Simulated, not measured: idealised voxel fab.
process module | voxel transistor to metal
cross-section cut | 285 nm wide | cells 5 nm
A cross-section is a grid of square cells, given in bands from the top down. A band is one or more rows of cells.
Each band's line starts with the height of the band's top and of its bottom, in nm. Then come its materials from left to right, each with its width in nm. One material with "throughout" fills the band from edge to edge. "air" is empty space.
Height 0 is the level under which the wafer as received is all one material. The lowest band goes on downwards, as in "0 down".
A width such as "30 to 40" changes by the same amount from each row of cells to the next, from the band's top row to its bottom row.
"no change" after a step means that no cell of the cross-section changed.
closed voids: empty space of 8 cells or more with no open way to the top, each as width x height at its distance from the left edge, in nm
after a step's settings: what the simulator itself notes on the step
overlay nm, on a step with a mask: how far to the right of its planned place the mask lay; to the left if negative
plan
1 op RECEIVE | material Si
2 op CONFORMAL_DEP | material SiO2 | thk nm 5
3 op CONFORMAL_DEP | material SiN | thk nm 10
4 op DIRECTIONAL_DEP | material aC | thk nm 10
5 op PATTERN | tone cover | mask id ACTIVE | material resist | width nm 90 | pitch nm 115 | thk nm 25 | overlay nm 0
6 op DIRECTIONAL_ETCH | etch materials aC | depth nm 10
7 op STRIP | etch materials resist
8 op DIRECTIONAL_ETCH | etch materials SiN | depth nm 10
9 op DIRECTIONAL_ETCH | etch materials SiO2 | depth nm 5
10 op DIRECTIONAL_ETCH | etch materials Si | depth nm 25
11 op STRIP | etch materials aC
12 op FILL_DEP | material SiO2 | thk nm 10
13 op CMP | height nm 15
14 op SELECTIVE_ETCH | etch materials SiO2 | depth nm 10
15 op STRIP | etch materials SiN
16 op SELECTIVE_ETCH | etch materials SiO2 | depth nm 5
17 op OXIDIZE | depth nm 5
18 op DIRECTIONAL_DEP | material polySi | thk nm 30
19 op DIRECTIONAL_DEP | material SiCN | thk nm 15
20 op PATTERN | tone cover | mask id GATE | material resist | width nm 20 | pitch nm 115 | thk nm 20 | overlay nm 0
21 op DIRECTIONAL_ETCH | etch materials SiCN | depth nm 25
22 op DIRECTIONAL_ETCH | etch materials polySi | depth nm 40
23 op STRIP | etch materials resist
24 op CONFORMAL_DEP | material SiO2 | thk nm 5
25 op DIRECTIONAL_ETCH | etch materials SiO2 | depth nm 5
26 op CONFORMAL_DEP | material SiN | thk nm 5
27 op DIRECTIONAL_ETCH | etch materials SiN | depth nm 5
28 op DIRECTIONAL_ETCH | etch materials SiO2 | depth nm 5
29 op DIRECTIONAL_ETCH | etch materials Si | depth nm 10
30 op EPI | material SiGe | thk nm 15
31 op FILL_DEP | material SiO2 | thk nm 5
32 op CMP | height nm 45
33 op DIRECTIONAL_DEP | material SiO2 | thk nm 15
34 op PATTERN | tone open | mask id CONTACT | material resist | width nm 15 | thk nm 20 | overlay nm 0
35 op DIRECTIONAL_ETCH | etch materials SiO2 | depth nm 60
36 op STRIP | etch materials resist
37 op CONFORMAL_DEP | material TiN | thk nm 5
38 op FILL_DEP | material Ru | thk nm 10
39 op CMP | height nm 60
40 op CONFORMAL_DEP | material SiCN | thk nm 5
41 op DIRECTIONAL_DEP | material lowk | thk nm 15
42 op PATTERN | tone open | mask id METAL_1 | material resist | width nm 15 | thk nm 15 | overlay nm 0
43 op DIRECTIONAL_ETCH | etch materials lowk | depth nm 15
44 op DIRECTIONAL_ETCH | etch materials SiCN | depth nm 5
45 op STRIP | etch materials resist
46 op CONFORMAL_DEP | material TiN | thk nm 5
47 op FILL_DEP | material W | thk nm 5
48 op CMP | height nm 80
49 op CONFORMAL_DEP | material SiCN | thk nm 5
50 op DIRECTIONAL_DEP | material lowk | thk nm 30
51 op DIRECTIONAL_DEP | material aC | thk nm 15
52 op PATTERN | tone open | mask id METAL_2 | material resist | width nm 15 | pitch nm 115 | thk nm 30 | overlay nm 0
53 op DIRECTIONAL_ETCH | etch materials aC | depth nm 15
54 op STRIP | etch materials resist
55 op DIRECTIONAL_ETCH | etch materials lowk | depth nm 20
56 op STRIP | etch materials aC
57 op PATTERN | tone open | mask id METAL_2_HOLES | material resist | width nm 15 | pitch nm 115 | thk nm 20 | overlay nm -15
58 op DIRECTIONAL_ETCH | etch materials lowk | depth nm 10
59 op DIRECTIONAL_ETCH | etch materials SiCN | depth nm 5
60 op STRIP | etch materials resist
61 op CONFORMAL_DEP | material TiN | thk nm 5
62 op FILL_DEP | material Cu | thk nm 5
63 op CMP | height nm 115
64 op CONFORMAL_DEP | material SiN | thk nm 5
varied across the wafers: overlay nm of step 57. The plan shows the first wafer's value. All wafers start alike
first wafer as received, after step 1
  0 down: Si throughout
  closed voids: none
first wafer at the end, after step 64
  120 to 115: SiN throughout
  115 to 105: lowk 30 | TiN 5 to 20 | Cu 20 to 5 | TiN 5 | lowk 85 | TiN 5 to 20 | Cu 20 to 5 | TiN 5 | lowk 110
  105 to 100: lowk 45 | TiN 5 | Cu 5 | TiN 5 | lowk 100 | TiN 5 | Cu 5 | TiN 5 | lowk 110
  100 to 95: lowk 45 | TiN 15 | lowk 100 | TiN 15 | lowk 110
  95 to 85: lowk throughout
  85 to 80: SiCN throughout
  80 to 65: lowk 45 | TiN 5 | W 5 | TiN 5 | lowk 50 | TiN 5 | W 5 | TiN 5 | lowk 35 | TiN 5 | W 5 | TiN 5 | lowk 50 | TiN 5 | W 5 | TiN 5 | lowk 45
  65 to 60: SiCN 45 | TiN 15 | SiCN 50 | TiN 15 | SiCN 35 | TiN 15 | SiCN 50 | TiN 15 | SiCN 45
  60 to 45: SiO2 45 | TiN 5 | Ru 5 | TiN 5 | SiO2 50 | TiN 5 | Ru 5 | TiN 5 | SiO2 35 | TiN 5 | Ru 5 | TiN 5 | SiO2 50 | TiN 5 | Ru 5 | TiN 5 | SiO2 45
  45 to 30: SiO2 45 | TiN 5 | Ru 5 | TiN 5 | SiO2 5 | SiN 5 | SiO2 5 | SiCN 20 | SiO2 5 | SiN 5 | SiO2 5 | TiN 5 | Ru 5 | TiN 5 | SiO2 35 | TiN 5 | Ru 5 | TiN 5 | SiO2 5 | SiN 5 | SiO2 5 | SiCN 20 | SiO2 5 | SiN 5 | SiO2 5 | TiN 5 | Ru 5 | TiN 5 | SiO2 45
  30 to 15: SiO2 45 | TiN 5 | Ru 5 | TiN 5 | SiO2 5 | SiN 5 | SiO2 5 | polySi 20 | SiO2 5 | SiN 5 | SiO2 5 | TiN 5 | Ru 5 | TiN 5 | SiO2 35 | TiN 5 | Ru 5 | TiN 5 | SiO2 5 | SiN 5 | SiO2 5 | polySi 20 | SiO2 5 | SiN 5 | SiO2 5 | TiN 5 | Ru 5 | TiN 5 | SiO2 45
  15 to 10: SiO2 45 | TiN 15 | SiO2 5 | SiN 5 | SiO2 5 | polySi 20 | SiO2 5 | SiN 5 | SiO2 5 | TiN 15 | SiO2 35 | TiN 15 | SiO2 5 | SiN 5 | SiO2 5 | polySi 20 | SiO2 5 | SiN 5 | SiO2 5 | TiN 15 | SiO2 45
  10 to 0: SiO2 45 | TiN 5 | SiGe 15 | SiN 5 | SiO2 5 | polySi 20 | SiO2 5 | SiN 5 | SiGe 15 | TiN 5 | SiO2 35 | TiN 5 | SiGe 15 | SiN 5 | SiO2 5 | polySi 20 | SiO2 5 | SiN 5 | SiGe 15 | TiN 5 | SiO2 45
  0 to -5: SiO2 35 | SiGe 30 | SiO2 40 | SiGe 30 | SiO2 15 | SiGe 30 | SiO2 40 | SiGe 30 | SiO2 35
  -5 to -15: SiO2 40 | SiGe 25 | Si 40 | SiGe 25 | SiO2 25 | SiGe 25 | Si 40 | SiGe 25 | SiO2 40
  -15 to -25: SiO2 40 | Si 90 | SiO2 25 | Si 90 | SiO2 40
  -25 down: Si throughout
  closed voids: none
last wafer at the end
  120 to 115: SiN throughout
  115 to 105: lowk 45 | TiN 5 | Cu 20 to 5 | TiN 5 to 20 | lowk 85 | TiN 5 | Cu 20 to 5 | TiN 5 to 20 | lowk 95
  105 to 100: lowk 45 | TiN 5 | Cu 5 | TiN 5 | lowk 100 | TiN 5 | Cu 5 | TiN 5 | lowk 110
  100 to 95: lowk 45 | TiN 15 | lowk 100 | TiN 15 | lowk 110
  95 to 85: lowk throughout
  85 to 80: SiCN throughout
  80 to 65: lowk 45 | TiN 5 | W 5 | TiN 5 | lowk 50 | TiN 5 | W 5 | TiN 5 | lowk 35 | TiN 5 | W 5 | TiN 5 | lowk 50 | TiN 5 | W 5 | TiN 5 | lowk 45
  65 to 60: SiCN 45 | TiN 15 | SiCN 50 | TiN 15 | SiCN 35 | TiN 15 | SiCN 50 | TiN 15 | SiCN 45
  60 to 45: SiO2 45 | TiN 5 | Ru 5 | TiN 5 | SiO2 50 | TiN 5 | Ru 5 | TiN 5 | SiO2 35 | TiN 5 | Ru 5 | TiN 5 | SiO2 50 | TiN 5 | Ru 5 | TiN 5 | SiO2 45
  45 to 30: SiO2 45 | TiN 5 | Ru 5 | TiN 5 | SiO2 5 | SiN 5 | SiO2 5 | SiCN 20 | SiO2 5 | SiN 5 | SiO2 5 | TiN 5 | Ru 5 | TiN 5 | SiO2 35 | TiN 5 | Ru 5 | TiN 5 | SiO2 5 | SiN 5 | SiO2 5 | SiCN 20 | SiO2 5 | SiN 5 | SiO2 5 | TiN 5 | Ru 5 | TiN 5 | SiO2 45
  30 to 15: SiO2 45 | TiN 5 | Ru 5 | TiN 5 | SiO2 5 | SiN 5 | SiO2 5 | polySi 20 | SiO2 5 | SiN 5 | SiO2 5 | TiN 5 | Ru 5 | TiN 5 | SiO2 35 | TiN 5 | Ru 5 | TiN 5 | SiO2 5 | SiN 5 | SiO2 5 | polySi 20 | SiO2 5 | SiN 5 | SiO2 5 | TiN 5 | Ru 5 | TiN 5 | SiO2 45
  15 to 10: SiO2 45 | TiN 15 | SiO2 5 | SiN 5 | SiO2 5 | polySi 20 | SiO2 5 | SiN 5 | SiO2 5 | TiN 15 | SiO2 35 | TiN 15 | SiO2 5 | SiN 5 | SiO2 5 | polySi 20 | SiO2 5 | SiN 5 | SiO2 5 | TiN 15 | SiO2 45
  10 to 0: SiO2 45 | TiN 5 | SiGe 15 | SiN 5 | SiO2 5 | polySi 20 | SiO2 5 | SiN 5 | SiGe 15 | TiN 5 | SiO2 35 | TiN 5 | SiGe 15 | SiN 5 | SiO2 5 | polySi 20 | SiO2 5 | SiN 5 | SiGe 15 | TiN 5 | SiO2 45
  0 to -5: SiO2 35 | SiGe 30 | SiO2 40 | SiGe 30 | SiO2 15 | SiGe 30 | SiO2 40 | SiGe 30 | SiO2 35
  -5 to -15: SiO2 40 | SiGe 25 | Si 40 | SiGe 25 | SiO2 25 | SiGe 25 | Si 40 | SiGe 25 | SiO2 40
  -15 to -25: SiO2 40 | Si 90 | SiO2 25 | Si 90 | SiO2 40
  -25 down: Si throughout
  closed voids: none
each wafer at the end: cells of each material gained (+) or lost (-) since it was received, then its closed voids
overlay nm -15 | +12 Cu | +36 Ru | -181 Si | +126 SiCN | +88 SiGe | +93 SiN | +541 SiO2 | +152 TiN | +12 W | +441 lowk | +48 polySi | closed voids: none
overlay nm -10 | +10 Cu | +36 Ru | -181 Si | +124 SiCN | +88 SiGe | +93 SiN | +541 SiO2 | +156 TiN | +12 W | +441 lowk | +48 polySi | closed voids: none
overlay nm -5 | +8 Cu | +36 Ru | -181 Si | +122 SiCN | +88 SiGe | +93 SiN | +541 SiO2 | +160 TiN | +12 W | +441 lowk | +48 polySi | closed voids: none
overlay nm 0 | +12 Cu | +36 Ru | -181 Si | +120 SiCN | +88 SiGe | +93 SiN | +541 SiO2 | +158 TiN | +12 W | +441 lowk | +48 polySi | closed voids: none
overlay nm 5 | +8 Cu | +36 Ru | -181 Si | +122 SiCN | +88 SiGe | +93 SiN | +541 SiO2 | +160 TiN | +12 W | +441 lowk | +48 polySi | closed voids: none
overlay nm 10 | +10 Cu | +36 Ru | -181 Si | +124 SiCN | +88 SiGe | +93 SiN | +541 SiO2 | +156 TiN | +12 W | +441 lowk | +48 polySi | closed voids: none
overlay nm 15 | +12 Cu | +36 Ru | -181 Si | +126 SiCN | +88 SiGe | +93 SiN | +541 SiO2 | +152 TiN | +12 W | +441 lowk | +48 polySi | closed voids: none
